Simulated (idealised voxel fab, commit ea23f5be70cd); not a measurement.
Process module, titled voxel released beams
Cross-section cut spans 230 nm and uses square cells 5 nm in size.
Bands, listed from the top down, are how a cross-section gets written in this document; the cross-section itself is a grid of square cells, and a band is one or more rows of them.
Band: top height; bottom height; in nm. Then, left to right: material with width in nm, for each material. "everywhere": a single material spanning edge to edge. "air": empty space.
We count height from 0. Below that, the starting wafer is all one material. The lowest band never ends at the bottom but goes on down; see "0 down" for how that is written.
The expression "30->40" gives the width at the extremes of the band, the first number at its top row of cells and the second at its bottom row, with the width changing by equal amounts from each row to the next in between.
No cell of the cross-section changed in a step that is given as "remained unchanged".
Listed in "Trapped voids": every empty space of 8 or more cells without an open way to the top. Form: width x height at distance, the distance being from the left edge, all in nm.
Text after the settings on a step's line: the simulator's own remark on that step.
The setting "overlay nm" may be written on the line of a step. When the step uses a mask, the value reports how far to the right of the planned place the mask lay, and a negative value reports that it lay to the left.
Reading key. Pairs: pre-step and post-step cross-section, one process step apart; post-step view only to lowest changed band. Step between + settings: beneath pair. Runs: pairs may be from different runs of this module, same starting wafer. Continuation from pair above: only where "Pre-processing view" entry says.
Pre-processing view
* 0 down: Si everywhere
* Trapped voids: none
Resulting Structure
* 10 to 0: Al2O3 everywhere
* For the remainder of the cross-section, below 0, there is no change.
* Trapped voids: none
Which step turns the before cross-section above into the after cross-section? CONFORMAL_DEP, material Al2O3, thk nm 10
Pre-processing view: For the state before this step, see the after cross-section of the pair located directly above.
Resulting Structure
* 25 to 10: SiO2 everywhere
* For the remainder of the cross-section, below 10, there is no change.
* Trapped voids: none
Which step turns the before cross-section above into the after cross-section? DIRECTIONAL_DEP, material SiO2, thk nm 15
Pre-processing view: For the state before this step, see the after cross-section of the pair located directly above.
Resulting Structure
* 40 to 25: resist: 70, then air: 35, then resist: 125
* For the remainder of the cross-section, below 25, there is no change.
* Trapped voids: none
Which step turns the before cross-section above into the after cross-section? PATTERN, tone open, mask id ANCHOR, material resist, width nm 35, thk nm 15, overlay nm 0
Pre-processing view: For the state before this step, see the after cross-section of the pair located directly above.
Resulting Structure
* 40 to 25: resist: 70, then air: 35, then resist: 125
* 25 to 10: SiO2: 70, then air: 35, then SiO2: 125
* For the remainder of the cross-section, below 10, there is no change.
* Trapped voids: none
Which step turns the before cross-section above into the after cross-section? DIRECTIONAL_ETCH, etch materials SiO2, depth nm 15
Pre-processing view: For the state before this step, see the after cross-section of the pair located directly above.
Resulting Structure
* 25 to 10: SiO2: 70, then air: 35, then SiO2: 125
* For the remainder of the cross-section, below 10, there is no change.
* Trapped voids: none
Which step turns the before cross-section above into the after cross-section? STRIP, etch materials resist
Pre-processing view: For the state before this step, see the after cross-section of the pair located directly above.
Resulting Structure
* 35 to 25: polySi: 80, then air: 15, then polySi: 135
* 25 to 20: SiO2: 70, then polySi: 10, then air: 15, then polySi: 10, then SiO2: 125
* 20 to 10: SiO2: 70, then polySi: 35, then SiO2: 125
* For the remainder of the cross-section, below 10, there is no change.
* Trapped voids: none
Which step turns the before cross-section above into the after cross-section? CONFORMAL_DEP, material polySi, thk nm 10
Pre-processing view: For the state before this step, see the after cross-section of the pair located directly above.
Resulting Structure
* 45 to 35: aC: 80, then air: 15, then aC: 135
* 35 to 30: polySi: 80, then air: 15, then polySi: 135
* 30 to 25: polySi: 80, then aC: 15, then polySi: 135
* 25 to 20: SiO2: 70, then polySi: 10, then aC: 15, then polySi: 10, then SiO2: 125
* For the remainder of the cross-section, below 20, there is no change.
* Trapped voids: none
Which step turns the before cross-section above into the after cross-section? DIRECTIONAL_DEP, material aC, thk nm 10
Pre-processing view: For the state before this step, see the after cross-section of the pair located directly above.
Resulting Structure
* 70 to 45: air: 65, then resist: 95, then air: 70
* 45 to 35: aC: 80, then resist: 15, then aC: 135
* 35 to 30: polySi: 80, then resist: 15, then polySi: 135
* For the remainder of the cross-section, below 30, there is no change.
* Trapped voids: none
Which step turns the before cross-section above into the after cross-section? PATTERN, tone cover, mask id BEAM, material resist, width nm 95, thk nm 25, overlay nm 0
Pre-processing view: For the state before this step, see the after cross-section of the pair located directly above.
Resulting Structure
* 60 to 45: air: 65, then resist: 95, then air: 70
* 45 to 35: air: 65, then aC: 15, then resist: 15, then aC: 65, then air: 70
* For the remainder of the cross-section, below 35, there is no change.
* Trapped voids: none
Which step turns the before cross-section above into the after cross-section? DIRECTIONAL_ETCH, etch materials aC, depth nm 10
Pre-processing view: For the state before this step, see the after cross-section of the pair located directly above.
Resulting Structure
* 45 to 35: air: 65, then aC: 15, then air: 15, then aC: 65, then air: 70
* 35 to 30: polySi: 80, then air: 15, then polySi: 135
* For the remainder of the cross-section, below 30, there is no change.
* Trapped voids: none
Which step turns the before cross-section above into the after cross-section? STRIP, etch materials resist
Pre-processing view: For the state before this step, see the after cross-section of the pair located directly above.
Resulting Structure
* 45 to 35: air: 65, then aC: 15, then air: 15, then aC: 65, then air: 70
* 35 to 30: air: 65, then polySi: 15, then air: 15, then polySi: 65, then air: 70
* 30 to 25: air: 65, then polySi: 15, then aC: 15, then polySi: 65, then air: 70
* For the remainder of the cross-section, below 25, there is no change.
* Trapped voids: none
Which step turns the before cross-section above into the after cross-section? DIRECTIONAL_ETCH, etch materials polySi, depth nm 10
Pre-processing view: For the state before this step, see the after cross-section of the pair located directly above.
Resulting Structure
* 35 to 25: air: 65, then polySi: 15, then air: 15, then polySi: 65, then air: 70
* 25 to 20: SiO2: 70, then polySi: 10, then air: 15, then polySi: 10, then SiO2: 125
* For the remainder of the cross-section, below 20, there is no change.
* Trapped voids: none
Which step turns the before cross-section above into the after cross-section? STRIP, etch materials aC
Pre-processing view: For the state before this step, see the after cross-section of the pair located directly above.
Resulting Structure
* 35 to 25: air: 65, then polySi: 15, then air: 15, then polySi: 65, then air: 70
* 25 to 20: air: 70, then polySi: 10, then air: 15, then polySi: 10, then air: 125
* 20 to 10: air: 70, then polySi: 35, then air: 125
* For the remainder of the cross-section, below 10, there is no change.
* Trapped voids: none
Which step turns the before cross-section above into the after cross-section? STRIP, etch materials SiO2
Pre-processing view
* 0 down: Si everywhere
* Trapped voids: none
Resulting Structure
* 15 to 0: SiO2 everywhere
* For the remainder of the cross-section, below 0, there is no change.
* Trapped voids: none
Which step turns the before cross-section above into the after cross-section? DIRECTIONAL_DEP, material SiO2, thk nm 15
Pre-processing view: For the state before this step, see the after cross-section of the pair located directly above.
Resulting Structure
* 30 to 15: resist: 70, then air: 35, then resist: 125
* For the remainder of the cross-section, below 15, there is no change.
* Trapped voids: none
Which step turns the before cross-section above into the after cross-section? PATTERN, tone open, mask id ANCHOR, material resist, width nm 35, thk nm 15, overlay nm 0
Pre-processing view: For the state before this step, see the after cross-section of the pair located directly above.
Resulting Structure
* 30 to 15: resist: 70, then air: 35, then resist: 125
* 15 to 0: SiO2: 70, then air: 35, then SiO2: 125
* For the remainder of the cross-section, below 0, there is no change.
* Trapped voids: none
Which step turns the before cross-section above into the after cross-section? DIRECTIONAL_ETCH, etch materials SiO2, depth nm 15
Pre-processing view: For the state before this step, see the after cross-section of the pair located directly above.
Resulting Structure
* 15 to 0: SiO2: 70, then air: 35, then SiO2: 125
* For the remainder of the cross-section, below 0, there is no change.
* Trapped voids: none
Which step turns the before cross-section above into the after cross-section? STRIP, etch materials resist
Pre-processing view: For the state before this step, see the after cross-section of the pair located directly above.
Resulting Structure
* 25 to 15: polySi: 80, then air: 15, then polySi: 135
* 15 to 10: SiO2: 70, then polySi: 10, then air: 15, then polySi: 10, then SiO2: 125
* 10 to 0: SiO2: 70, then polySi: 35, then SiO2: 125
* For the remainder of the cross-section, below 0, there is no change.
* Trapped voids: none
Which step turns the before cross-section above into the after cross-section? CONFORMAL_DEP, material polySi, thk nm 10
Pre-processing view: For the state before this step, see the after cross-section of the pair located directly above.
Resulting Structure
* 35 to 25: aC: 80, then air: 15, then aC: 135
* 25 to 20: polySi: 80, then air: 15, then polySi: 135
* 20 to 15: polySi: 80, then aC: 15, then polySi: 135
* 15 to 10: SiO2: 70, then polySi: 10, then aC: 15, then polySi: 10, then SiO2: 125
* For the remainder of the cross-section, below 10, there is no change.
* Trapped voids: none
Which step turns the before cross-section above into the after cross-section? DIRECTIONAL_DEP, material aC, thk nm 10
Pre-processing view: For the state before this step, see the after cross-section of the pair located directly above.
Resulting Structure
* 60 to 35: air: 65, then resist: 95, then air: 70
* 35 to 25: aC: 80, then resist: 15, then aC: 135
* 25 to 20: polySi: 80, then resist: 15, then polySi: 135
* For the remainder of the cross-section, below 20, there is no change.
* Trapped voids: none
Which step turns the before cross-section above into the after cross-section? PATTERN, tone cover, mask id BEAM, material resist, width nm 95, thk nm 25, overlay nm 0
Pre-processing view: For the state before this step, see the after cross-section of the pair located directly above.
Resulting Structure
* 50 to 35: air: 65, then resist: 95, then air: 70
* 35 to 25: air: 65, then aC: 15, then resist: 15, then aC: 65, then air: 70
* For the remainder of the cross-section, below 25, there is no change.
* Trapped voids: none
Which step turns the before cross-section above into the after cross-section? DIRECTIONAL_ETCH, etch materials aC, depth nm 10
Pre-processing view: For the state before this step, see the after cross-section of the pair located directly above.
Resulting Structure
* 35 to 25: air: 65, then aC: 15, then air: 15, then aC: 65, then air: 70
* 25 to 20: polySi: 80, then air: 15, then polySi: 135
* For the remainder of the cross-section, below 20, there is no change.
* Trapped voids: none
Which step turns the before cross-section above into the after cross-section? STRIP, etch materials resist
Pre-processing view: For the state before this step, see the after cross-section of the pair located directly above.
Resulting Structure
* 35 to 25: air: 65, then aC: 15, then air: 15, then aC: 65, then air: 70
* 25 to 20: air: 65, then polySi: 15, then air: 15, then polySi: 65, then air: 70
* 20 to 15: air: 65, then polySi: 15, then aC: 15, then polySi: 65, then air: 70
* For the remainder of the cross-section, below 15, there is no change.
* Trapped voids: none
Which step turns the before cross-section above into the after cross-section? DIRECTIONAL_ETCH, etch materials polySi, depth nm 10
Pre-processing view: For the state before this step, see the after cross-section of the pair located directly above.
Resulting Structure
* 25 to 15: air: 65, then polySi: 15, then air: 15, then polySi: 65, then air: 70
* 15 to 10: SiO2: 70, then polySi: 10, then air: 15, then polySi: 10, then SiO2: 125
* For the remainder of the cross-section, below 10, there is no change.
* Trapped voids: none
Which step turns the before cross-section above into the after cross-section? STRIP, etch materials aC
Pre-processing view: For the state before this step, see the after cross-section of the pair located directly above.
Resulting Structure
* 25 to 15: air: 65, then polySi: 15, then air: 15, then polySi: 65, then air: 70
* 15 to 10: air: 70, then polySi: 10, then air: 15, then polySi: 10, then air: 125
* 10 to 0: air: 70, then polySi: 35, then air: 125
* For the remainder of the cross-section, below 0, there is no change.
* Trapped voids: none
Which step turns the before cross-section above into the after cross-section? STRIP, etch materials SiO2
Pre-processing view
* 15 to 0: SiO2 everywhere
* 0 down: Si everywhere
* Trapped voids: none
Resulting Structure
* 25 to 15: Al2O3 everywhere
* For the remainder of the cross-section, below 15, there is no change.
* Trapped voids: none
Which step turns the before cross-section above into the after cross-section? CONFORMAL_DEP, material Al2O3, thk nm 10
Pre-processing view: For the state before this step, see the after cross-section of the pair located directly above.
Resulting Structure
* 40 to 25: resist: 70, then air: 35, then resist: 125
* For the remainder of the cross-section, below 25, there is no change.
* Trapped voids: none
Which step turns the before cross-section above into the after cross-section? PATTERN, tone open, mask id ANCHOR, material resist, width nm 35, thk nm 15, overlay nm 0
Pre-processing view: For the state before this step, see the after cross-section of the pair located directly above.
Resulting Structure
* 25 to 15: Al2O3 everywhere
* For the remainder of the cross-section, below 15, there is no change.
* Trapped voids: none
Which step turns the before cross-section above into the after cross-section? STRIP, etch materials resist
Pre-processing view: For the state before this step, see the after cross-section of the pair located directly above.
Resulting Structure
* 35 to 25: polySi everywhere
* For the remainder of the cross-section, below 25, there is no change.
* Trapped voids: none
Which step turns the before cross-section above into the after cross-section? CONFORMAL_DEP, material polySi, thk nm 10
Pre-processing view: For the state before this step, see the after cross-section of the pair located directly above.
Resulting Structure
* 45 to 35: aC everywhere
* For the remainder of the cross-section, below 35, there is no change.
* Trapped voids: none
Which step turns the before cross-section above into the after cross-section? DIRECTIONAL_DEP, material aC, thk nm 10
Pre-processing view: For the state before this step, see the after cross-section of the pair located directly above.
Resulting Structure
* 70 to 45: air: 65, then resist: 95, then air: 70
* For the remainder of the cross-section, below 45, there is no change.
* Trapped voids: none
Which step turns the before cross-section above into the after cross-section? PATTERN, tone cover, mask id BEAM, material resist, width nm 95, thk nm 25, overlay nm 0
Pre-processing view: For the state before this step, see the after cross-section of the pair located directly above.
Resulting Structure
* 60 to 45: air: 65, then resist: 95, then air: 70
* 45 to 35: air: 65, then aC: 95, then air: 70
* For the remainder of the cross-section, below 35, there is no change.
* Trapped voids: none
Which step turns the before cross-section above into the after cross-section? DIRECTIONAL_ETCH, etch materials aC, depth nm 10
Pre-processing view: For the state before this step, see the after cross-section of the pair located directly above.
Resulting Structure
* 45 to 35: air: 65, then aC: 95, then air: 70
* For the remainder of the cross-section, below 35, there is no change.
* Trapped voids: none
Which step turns the before cross-section above into the after cross-section? STRIP, etch materials resist
Pre-processing view: For the state before this step, see the after cross-section of the pair located directly above.
Resulting Structure
* 45 to 35: air: 65, then aC: 95, then air: 70
* 35 to 25: air: 65, then polySi: 95, then air: 70
* For the remainder of the cross-section, below 25, there is no change.
* Trapped voids: none
Which step turns the before cross-section above into the after cross-section? DIRECTIONAL_ETCH, etch materials polySi, depth nm 10
Pre-processing view: For the state before this step, see the after cross-section of the pair located directly above.
Resulting Structure
* 35 to 25: air: 65, then polySi: 95, then air: 70
* For the remainder of the cross-section, below 25, there is no change.
* Trapped voids: none
Which step turns the before cross-section above into the after cross-section? STRIP, etch materials aC
Pre-processing view
* 25 to 10: SiO2: 70, then air: 35, then SiO2: 125
* 10 to 0: Al2O3 everywhere
* 0 down: Si everywhere
* Trapped voids: none
Resulting Structure
* 30 to 25: polySi: 75, then air: 25, then polySi: 130
* 25 to 15: SiO2: 70, then polySi: 5, then air: 25, then polySi: 5, then SiO2: 125
* 15 to 10: SiO2: 70, then polySi: 35, then SiO2: 125
* For the remainder of the cross-section, below 10, there is no change.
* Trapped voids: none
Which step turns the before cross-section above into the after cross-section? CONFORMAL_DEP, material polySi, thk nm 5
Pre-processing view: For the state before this step, see the after cross-section of the pair located directly above.
Resulting Structure
* 40 to 30: aC: 75, then air: 25, then aC: 130
* 30 to 25: polySi: 75, then air: 25, then polySi: 130
* 25 to 15: SiO2: 70, then polySi: 5, then aC: 25, then polySi: 5, then SiO2: 125
* For the remainder of the cross-section, below 15, there is no change.
* Trapped voids: none
Which step turns the before cross-section above into the after cross-section? DIRECTIONAL_DEP, material aC, thk nm 10
Pre-processing view: For the state before this step, see the after cross-section of the pair located directly above.
Resulting Structure
* 65 to 40: air: 65, then resist: 95, then air: 70
* 40 to 30: aC: 75, then resist: 25, then aC: 130
* 30 to 25: polySi: 75, then resist: 25, then polySi: 130
* For the remainder of the cross-section, below 25, there is no change.
* Trapped voids: none
Which step turns the before cross-section above into the after cross-section? PATTERN, tone cover, mask id BEAM, material resist, width nm 95, thk nm 25, overlay nm 0
Pre-processing view: For the state before this step, see the after cross-section of the pair located directly above.
Resulting Structure
* 55 to 40: air: 65, then resist: 95, then air: 70
* 40 to 30: air: 65, then aC: 10, then resist: 25, then aC: 60, then air: 70
* For the remainder of the cross-section, below 30, there is no change.
* Trapped voids: none
Which step turns the before cross-section above into the after cross-section? DIRECTIONAL_ETCH, etch materials aC, depth nm 10
Pre-processing view: For the state before this step, see the after cross-section of the pair located directly above.
Resulting Structure
* 40 to 30: air: 65, then aC: 10, then air: 25, then aC: 60, then air: 70
* 30 to 25: polySi: 75, then air: 25, then polySi: 130
* For the remainder of the cross-section, below 25, there is no change.
* Trapped voids: none
Which step turns the before cross-section above into the after cross-section? STRIP, etch materials resist
Pre-processing view: For the state before this step, see the after cross-section of the pair located directly above.
Resulting Structure
* 40 to 30: air: 65, then aC: 10, then air: 25, then aC: 60, then air: 70
* 30 to 25: air: 65, then polySi: 10, then air: 25, then polySi: 60, then air: 70
* For the remainder of the cross-section, below 25, there is no change.
* Trapped voids: none
Which step turns the before cross-section above into the after cross-section? DIRECTIONAL_ETCH, etch materials polySi, depth nm 10
Pre-processing view: For the state before this step, see the after cross-section of the pair located directly above.
Resulting Structure
* 30 to 25: air: 65, then polySi: 10, then air: 25, then polySi: 60, then air: 70
* 25 to 15: SiO2: 70, then polySi: 5, then air: 25, then polySi: 5, then SiO2: 125
* For the remainder of the cross-section, below 15, there is no change.
* Trapped voids: none
Which step turns the before cross-section above into the after cross-section? STRIP, etch materials aC
Pre-processing view: For the state before this step, see the after cross-section of the pair located directly above.
Resulting Structure
* 30 to 25: air: 65, then polySi: 10, then air: 25, then polySi: 60, then air: 70
* 25 to 15: air: 70, then polySi: 5, then air: 25, then polySi: 5, then air: 125
* 15 to 10: air: 70, then polySi: 35, then air: 125
* For the remainder of the cross-section, below 10, there is no change.
* Trapped voids: none
Which step turns the before cross-section above into the after cross-section? STRIP, etch materials SiO2
Pre-processing view
* 25 to 10: SiO2 everywhere
* 10 to 0: Al2O3 everywhere
* 0 down: Si everywhere
* Trapped voids: none
Resulting Structure
* 40 to 25: resist: 75, then air: 25, then resist: 130
* For the remainder of the cross-section, below 25, there is no change.
* Trapped voids: none
Which step turns the before cross-section above into the after cross-section? PATTERN, tone open, mask id ANCHOR, material resist, width nm 25, thk nm 15, overlay nm 0
Pre-processing view: For the state before this step, see the after cross-section of the pair located directly above.
Resulting Structure
* 40 to 25: resist: 75, then air: 25, then resist: 130
* 25 to 10: SiO2: 75, then air: 25, then SiO2: 130
* For the remainder of the cross-section, below 10, there is no change.
* Trapped voids: none
Which step turns the before cross-section above into the after cross-section? DIRECTIONAL_ETCH, etch materials SiO2, depth nm 15
Pre-processing view: For the state before this step, see the after cross-section of the pair located directly above.
Resulting Structure
* 25 to 10: SiO2: 75, then air: 25, then SiO2: 130
* For the remainder of the cross-section, below 10, there is no change.
* Trapped voids: none
Which step turns the before cross-section above into the after cross-section? STRIP, etch materials resist
Pre-processing view: For the state before this step, see the after cross-section of the pair located directly above.
Resulting Structure
* 35 to 25: polySi: 85, then air: 5, then polySi: 140
* 25 to 20: SiO2: 75, then polySi: 10, then air: 5, then polySi: 10, then SiO2: 130
* 20 to 10: SiO2: 75, then polySi: 25, then SiO2: 130
* For the remainder of the cross-section, below 10, there is no change.
* Trapped voids: none
Which step turns the before cross-section above into the after cross-section? CONFORMAL_DEP, material polySi, thk nm 10
Pre-processing view: For the state before this step, see the after cross-section of the pair located directly above.
Resulting Structure
* 45 to 35: aC: 85, then air: 5, then aC: 140
* 35 to 30: polySi: 85, then air: 5, then polySi: 140
* 30 to 25: polySi: 85, then aC: 5, then polySi: 140
* 25 to 20: SiO2: 75, then polySi: 10, then aC: 5, then polySi: 10, then SiO2: 130
* For the remainder of the cross-section, below 20, there is no change.
* Trapped voids: none
Which step turns the before cross-section above into the after cross-section? DIRECTIONAL_DEP, material aC, thk nm 10
Pre-processing view: For the state before this step, see the after cross-section of the pair located directly above.
Resulting Structure
* 70 to 45: air: 65, then resist: 95, then air: 70
* 45 to 35: aC: 85, then resist: 5, then aC: 140
* 35 to 30: polySi: 85, then resist: 5, then polySi: 140
* For the remainder of the cross-section, below 30, there is no change.
* Trapped voids: none
Which step turns the before cross-section above into the after cross-section? PATTERN, tone cover, mask id BEAM, material resist, width nm 95, thk nm 25, overlay nm 0
Pre-processing view: For the state before this step, see the after cross-section of the pair located directly above.
Resulting Structure
* 60 to 45: air: 65, then resist: 95, then air: 70
* 45 to 35: air: 65, then aC: 20, then resist: 5, then aC: 70, then air: 70
* For the remainder of the cross-section, below 35, there is no change.
* Trapped voids: none
Which step turns the before cross-section above into the after cross-section? DIRECTIONAL_ETCH, etch materials aC, depth nm 10
Pre-processing view: For the state before this step, see the after cross-section of the pair located directly above.
Resulting Structure
* 45 to 35: air: 65, then aC: 20, then air: 5, then aC: 70, then air: 70
* 35 to 30: polySi: 85, then air: 5, then polySi: 140
* For the remainder of the cross-section, below 30, there is no change.
* Trapped voids: none
Which step turns the before cross-section above into the after cross-section? STRIP, etch materials resist
Pre-processing view: For the state before this step, see the after cross-section of the pair located directly above.
Resulting Structure
* 45 to 35: air: 65, then aC: 20, then air: 5, then aC: 70, then air: 70
* 35 to 30: air: 65, then polySi: 20, then air: 5, then polySi: 70, then air: 70
* 30 to 25: air: 65, then polySi: 20, then aC: 5, then polySi: 70, then air: 70
* For the remainder of the cross-section, below 25, there is no change.
* Trapped voids: none
Which step turns the before cross-section above into the after cross-section? DIRECTIONAL_ETCH, etch materials polySi, depth nm 10
Pre-processing view: For the state before this step, see the after cross-section of the pair located directly above.
Resulting Structure
* 35 to 25: air: 65, then polySi: 20, then air: 5, then polySi: 70, then air: 70
* 25 to 20: SiO2: 75, then polySi: 10, then air: 5, then polySi: 10, then SiO2: 130
* For the remainder of the cross-section, below 20, there is no change.
* Trapped voids: none
Which step turns the before cross-section above into the after cross-section? STRIP, etch materials aC
Pre-processing view: For the state before this step, see the after cross-section of the pair located directly above.
Resulting Structure
* 35 to 25: air: 65, then polySi: 20, then air: 5, then polySi: 70, then air: 70
* 25 to 20: air: 75, then polySi: 10, then air: 5, then polySi: 10, then air: 130
* 20 to 10: air: 75, then polySi: 25, then air: 130
* For the remainder of the cross-section, below 10, there is no change.
* Trapped voids: none
Which step turns the before cross-section above into the after cross-section? STRIP, etch materials SiO2
Pre-processing view
* 25 to 10: SiO2 everywhere
* 10 to 0: Al2O3 everywhere
* 0 down: Si everywhere
* Trapped voids: none
Resulting Structure
* 40 to 25: resist: 80, then air: 35, then resist: 115
* For the remainder of the cross-section, below 25, there is no change.
* Trapped voids: none
Which step turns the before cross-section above into the after cross-section? PATTERN, tone open, mask id ANCHOR, material resist, width nm 35, thk nm 15, overlay nm 10
Pre-processing view: For the state before this step, see the after cross-section of the pair located directly above.
Resulting Structure
* 40 to 25: resist: 80, then air: 35, then resist: 115
* 25 to 10: SiO2: 80, then air: 35, then SiO2: 115
* For the remainder of the cross-section, below 10, there is no change.
* Trapped voids: none
Which step turns the before cross-section above into the after cross-section? DIRECTIONAL_ETCH, etch materials SiO2, depth nm 15
Pre-processing view: For the state before this step, see the after cross-section of the pair located directly above.
Resulting Structure
* 25 to 10: SiO2: 80, then air: 35, then SiO2: 115
* For the remainder of the cross-section, below 10, there is no change.
* Trapped voids: none
Which step turns the before cross-section above into the after cross-section? STRIP, etch materials resist
Pre-processing view: For the state before this step, see the after cross-section of the pair located directly above.
Resulting Structure
* 35 to 25: polySi: 90, then air: 15, then polySi: 125
* 25 to 20: SiO2: 80, then polySi: 10, then air: 15, then polySi: 10, then SiO2: 115
* 20 to 10: SiO2: 80, then polySi: 35, then SiO2: 115
* For the remainder of the cross-section, below 10, there is no change.
* Trapped voids: none
Which step turns the before cross-section above into the after cross-section? CONFORMAL_DEP, material polySi, thk nm 10
Pre-processing view: For the state before this step, see the after cross-section of the pair located directly above.
Resulting Structure
* 45 to 35: aC: 90, then air: 15, then aC: 125
* 35 to 30: polySi: 90, then air: 15, then polySi: 125
* 30 to 25: polySi: 90, then aC: 15, then polySi: 125
* 25 to 20: SiO2: 80, then polySi: 10, then aC: 15, then polySi: 10, then SiO2: 115
* For the remainder of the cross-section, below 20, there is no change.
* Trapped voids: none
Which step turns the before cross-section above into the after cross-section? DIRECTIONAL_DEP, material aC, thk nm 10
Pre-processing view: For the state before this step, see the after cross-section of the pair located directly above.
Resulting Structure
* 70 to 45: air: 65, then resist: 95, then air: 70
* 45 to 35: aC: 90, then resist: 15, then aC: 125
* 35 to 30: polySi: 90, then resist: 15, then polySi: 125
* For the remainder of the cross-section, below 30, there is no change.
* Trapped voids: none
Which step turns the before cross-section above into the after cross-section? PATTERN, tone cover, mask id BEAM, material resist, width nm 95, thk nm 25, overlay nm 0
Pre-processing view: For the state before this step, see the after cross-section of the pair located directly above.
Resulting Structure
* 60 to 45: air: 65, then resist: 95, then air: 70
* 45 to 35: air: 65, then aC: 25, then resist: 15, then aC: 55, then air: 70
* For the remainder of the cross-section, below 35, there is no change.
* Trapped voids: none
Which step turns the before cross-section above into the after cross-section? DIRECTIONAL_ETCH, etch materials aC, depth nm 10
Pre-processing view: For the state before this step, see the after cross-section of the pair located directly above.
Resulting Structure
* 45 to 35: air: 65, then aC: 25, then air: 15, then aC: 55, then air: 70
* 35 to 30: polySi: 90, then air: 15, then polySi: 125
* For the remainder of the cross-section, below 30, there is no change.
* Trapped voids: none
Which step turns the before cross-section above into the after cross-section? STRIP, etch materials resist
Pre-processing view: For the state before this step, see the after cross-section of the pair located directly above.
Resulting Structure
* 45 to 35: air: 65, then aC: 25, then air: 15, then aC: 55, then air: 70
* 35 to 30: air: 65, then polySi: 25, then air: 15, then polySi: 55, then air: 70
* 30 to 25: air: 65, then polySi: 25, then aC: 15, then polySi: 55, then air: 70
* For the remainder of the cross-section, below 25, there is no change.
* Trapped voids: none
Which step turns the before cross-section above into the after cross-section? DIRECTIONAL_ETCH, etch materials polySi, depth nm 10
Pre-processing view: For the state before this step, see the after cross-section of the pair located directly above.
Resulting Structure
* 35 to 25: air: 65, then polySi: 25, then air: 15, then polySi: 55, then air: 70
* 25 to 20: SiO2: 80, then polySi: 10, then air: 15, then polySi: 10, then SiO2: 115
* For the remainder of the cross-section, below 20, there is no change.
* Trapped voids: none
Which step turns the before cross-section above into the after cross-section? STRIP, etch materials aC
Pre-processing view: For the state before this step, see the after cross-section of the pair located directly above.
Resulting Structure
* 35 to 25: air: 65, then polySi: 25, then air: 15, then polySi: 55, then air: 70
* 25 to 20: air: 80, then polySi: 10, then air: 15, then polySi: 10, then air: 115
* 20 to 10: air: 80, then polySi: 35, then air: 115
* For the remainder of the cross-section, below 10, there is no change.
* Trapped voids: none
Which step turns the before cross-section above into the after cross-section? STRIP, etch materials SiO2
Pre-processing view
* 10 to 0: Al2O3 everywhere
* 0 down: Si everywhere
* Trapped voids: none
Resulting Structure
* 25 to 10: polySi everywhere
* For the remainder of the cross-section, below 10, there is no change.
* Trapped voids: none
Which step turns the before cross-section above into the after cross-section? DIRECTIONAL_DEP, material polySi, thk nm 15
Pre-processing view: For the state before this step, see the after cross-section of the pair located directly above.
Resulting Structure
* 40 to 25: resist: 70, then air: 35, then resist: 125
* For the remainder of the cross-section, below 25, there is no change.
* Trapped voids: none
Which step turns the before cross-section above into the after cross-section? PATTERN, tone open, mask id ANCHOR, material resist, width nm 35, thk nm 15, overlay nm 0
Pre-processing view: For the state before this step, see the after cross-section of the pair located directly above.
Resulting Structure
* 25 to 10: polySi everywhere
* For the remainder of the cross-section, below 10, there is no change.
* Trapped voids: none
Which step turns the before cross-section above into the after cross-section? STRIP, etch materials resist
Pre-processing view: For the state before this step, see the after cross-section of the pair located directly above.
Resulting Structure
* 35 to 10: polySi everywhere
* For the remainder of the cross-section, below 10, there is no change.
* Trapped voids: none
Which step turns the before cross-section above into the after cross-section? CONFORMAL_DEP, material polySi, thk nm 10
Pre-processing view: For the state before this step, see the after cross-section of the pair located directly above.
Resulting Structure
* 45 to 35: aC everywhere
* For the remainder of the cross-section, below 35, there is no change.
* Trapped voids: none
Which step turns the before cross-section above into the after cross-section? DIRECTIONAL_DEP, material aC, thk nm 10
Pre-processing view: For the state before this step, see the after cross-section of the pair located directly above.
Resulting Structure
* 70 to 45: air: 65, then resist: 95, then air: 70
* For the remainder of the cross-section, below 45, there is no change.
* Trapped voids: none
Which step turns the before cross-section above into the after cross-section? PATTERN, tone cover, mask id BEAM, material resist, width nm 95, thk nm 25, overlay nm 0
Pre-processing view: For the state before this step, see the after cross-section of the pair located directly above.
Resulting Structure
* 60 to 45: air: 65, then resist: 95, then air: 70
* 45 to 35: air: 65, then aC: 95, then air: 70
* For the remainder of the cross-section, below 35, there is no change.
* Trapped voids: none
Which step turns the before cross-section above into the after cross-section? DIRECTIONAL_ETCH, etch materials aC, depth nm 10
Pre-processing view: For the state before this step, see the after cross-section of the pair located directly above.
Resulting Structure
* 45 to 35: air: 65, then aC: 95, then air: 70
* For the remainder of the cross-section, below 35, there is no change.
* Trapped voids: none
Which step turns the before cross-section above into the after cross-section? STRIP, etch materials resist
Pre-processing view: For the state before this step, see the after cross-section of the pair located directly above.
Resulting Structure
* 45 to 35: air: 65, then aC: 95, then air: 70
* 35 to 25: air: 65, then polySi: 95, then air: 70
* For the remainder of the cross-section, below 25, there is no change.
* Trapped voids: none
Which step turns the before cross-section above into the after cross-section? DIRECTIONAL_ETCH, etch materials polySi, depth nm 10
Pre-processing view: For the state before this step, see the after cross-section of the pair located directly above.
Resulting Structure
* 35 to 25: air: 65, then polySi: 95, then air: 70
* For the remainder of the cross-section, below 25, there is no change.
* Trapped voids: none
Which step turns the before cross-section above into the after cross-section? STRIP, etch materials aC
Pre-processing view
* 25 to 10: SiO2 everywhere
* 10 to 0: Al2O3 everywhere
* 0 down: Si everywhere
* Trapped voids: none
Resulting Structure
* 40 to 25: air: 70, then resist: 35, then air: 125
* For the remainder of the cross-section, below 25, there is no change.
* Trapped voids: none
Which step turns the before cross-section above into the after cross-section? PATTERN, tone cover, mask id ANCHOR, material resist, width nm 35, thk nm 15, overlay nm 0
Pre-processing view: For the state before this step, see the after cross-section of the pair located directly above.
Resulting Structure
* 40 to 25: air: 70, then resist: 35, then air: 125
* 25 to 10: air: 70, then SiO2: 35, then air: 125
* For the remainder of the cross-section, below 10, there is no change.
* Trapped voids: none
Which step turns the before cross-section above into the after cross-section? DIRECTIONAL_ETCH, etch materials SiO2, depth nm 15
Pre-processing view: For the state before this step, see the after cross-section of the pair located directly above.
Resulting Structure
* 25 to 10: air: 70, then SiO2: 35, then air: 125
* For the remainder of the cross-section, below 10, there is no change.
* Trapped voids: none
Which step turns the before cross-section above into the after cross-section? STRIP, etch materials resist
Pre-processing view: For the state before this step, see the after cross-section of the pair located directly above.
Resulting Structure
* 35 to 25: air: 60, then polySi: 55, then air: 115
* 25 to 20: air: 60, then polySi: 10, then SiO2: 35, then polySi: 10, then air: 115
* 20 to 10: polySi: 70, then SiO2: 35, then polySi: 125
* For the remainder of the cross-section, below 10, there is no change.
* Trapped voids: none
Which step turns the before cross-section above into the after cross-section? CONFORMAL_DEP, material polySi, thk nm 10
